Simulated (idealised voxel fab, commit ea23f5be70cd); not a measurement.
process module | voxel capacitor over wiring
cross-section cut | 170 nm wide | cells 5 nm
A cross-section is a grid of square cells, given in bands from the top down. A band is one or more rows of cells.
Each band's line starts with the height of the band's top and of its bottom, in nm. Then come its materials from left to right, each with its width in nm. One material with "throughout" fills the band from edge to edge. "air" is empty space.
Height 0 is the level under which the wafer as received is all one material. The lowest band goes on downwards, as in "0 down".
A width such as "30 to 40" changes by the same amount from each row of cells to the next, from the band's top row to its bottom row.
"no change" after a step means that no cell of the cross-section changed.
closed voids: empty space of 8 cells or more with no open way to the top, each as width x height at its distance from the left edge, in nm
after a step's settings: what the simulator itself notes on the step
overlay nm, on a step with a mask: how far to the right of its planned place the mask lay; to the left if negative
plan
1 op RECEIVE | material Si
2 op CONFORMAL_DEP | material SiO2 | thk nm 15
3 op DIRECTIONAL_DEP | material TiN | thk nm 5
4 op DIRECTIONAL_DEP | material W | thk nm 20
5 op PATTERN | tone cover | mask id METAL_1 | material resist | width nm 20 | pitch nm 75 | thk nm 15 | overlay nm 0
6 op DIRECTIONAL_ETCH | etch materials W | depth nm 20
7 op DIRECTIONAL_ETCH | etch materials TiN | depth nm 5
8 op STRIP | etch materials resist
9 op CONFORMAL_DEP | material SiCN | thk nm 5
10 op FILL_DEP | material lowk | thk nm 10
11 op CMP | height nm 40
12 op CONFORMAL_DEP | material SiCN | thk nm 5
13 op DIRECTIONAL_DEP | material lowk | thk nm 20
14 op MASKED_ETCH | tone open | mask id PLUG_1 | width nm 15 | etch materials lowk | depth nm 20 | overlay nm 0
15 op MASKED_ETCH | tone open | mask id PLUG_1 | width nm 15 | etch materials SiCN | depth nm 5 | overlay nm 0
16 op EPI | material Ru | thk nm 10
17 op EPI | material Ru | thk nm 10
18 op EPI | material Ru | thk nm 5
19 op DIRECTIONAL_DEP | material TiN | thk nm 10
20 op DIRECTIONAL_DEP | material SiN | thk nm 5
21 op DIRECTIONAL_DEP | material TiN | thk nm 5
22 op DIRECTIONAL_DEP | material aC | thk nm 15
23 op PATTERN | tone cover | mask id UPPER_PLATE | material resist | width nm 60 | thk nm 30 | overlay nm 0
24 op DIRECTIONAL_ETCH | etch materials aC | depth nm 15
25 op STRIP | etch materials resist
26 op DIRECTIONAL_ETCH | etch materials TiN | depth nm 5
27 op DIRECTIONAL_ETCH | etch materials SiN | depth nm 5
28 op STRIP | etch materials aC
29 op DIRECTIONAL_DEP | material aC | thk nm 15
30 op PATTERN | tone cover | mask id LOWER_PLATE | material resist | width nm 70 | thk nm 30 | overlay nm 0
31 op DIRECTIONAL_ETCH | etch materials aC | depth nm 15
32 op STRIP | etch materials resist
33 op DIRECTIONAL_ETCH | etch materials TiN | depth nm 10
34 op STRIP | etch materials aC
35 op FILL_DEP | material SiO2 | thk nm 20
36 op CMP | height nm 100
37 op MASKED_ETCH | tone open | mask id PLUG_2 | width nm 15 | etch materials SiO2 | depth nm 15 | overlay nm 0
38 op CONFORMAL_DEP | material TiN | thk nm 5
39 op FILL_DEP | material W | thk nm 5
40 op CMP | height nm 100
41 op CONFORMAL_DEP | material SiCN | thk nm 5
as received, after step 1
  0 down: Si throughout
  closed voids: none
a wafer at the end: this start, this plan, one mistake
  105 to 100: SiCN throughout
  100 to 90: SiO2 50 | TiN 5 | W 5 | TiN 5 | SiO2 105
  90 to 85: SiO2 50 | TiN 15 | SiO2 105
  85 to 80: SiO2 throughout
  80 to 75: SiO2 40 | SiN 60 | SiO2 70
  75 to 65: SiO2 35 | TiN 70 | SiO2 65
  65 to 45: lowk 40 | Ru 15 | lowk 115
  45 to 40: SiCN 40 | Ru 15 | SiCN 115
  40 to 20: lowk 30 | SiCN 5 | W 20 | SiCN 5 | lowk 45 | SiCN 5 | W 20 | SiCN 5 | lowk 35
  20 to 15: SiCN 35 | TiN 20 | SiCN 55 | TiN 20 | SiCN 40
  15 to 0: SiO2 throughout
  0 down: Si throughout
  closed voids: none
what went wrong: step 21 was left out
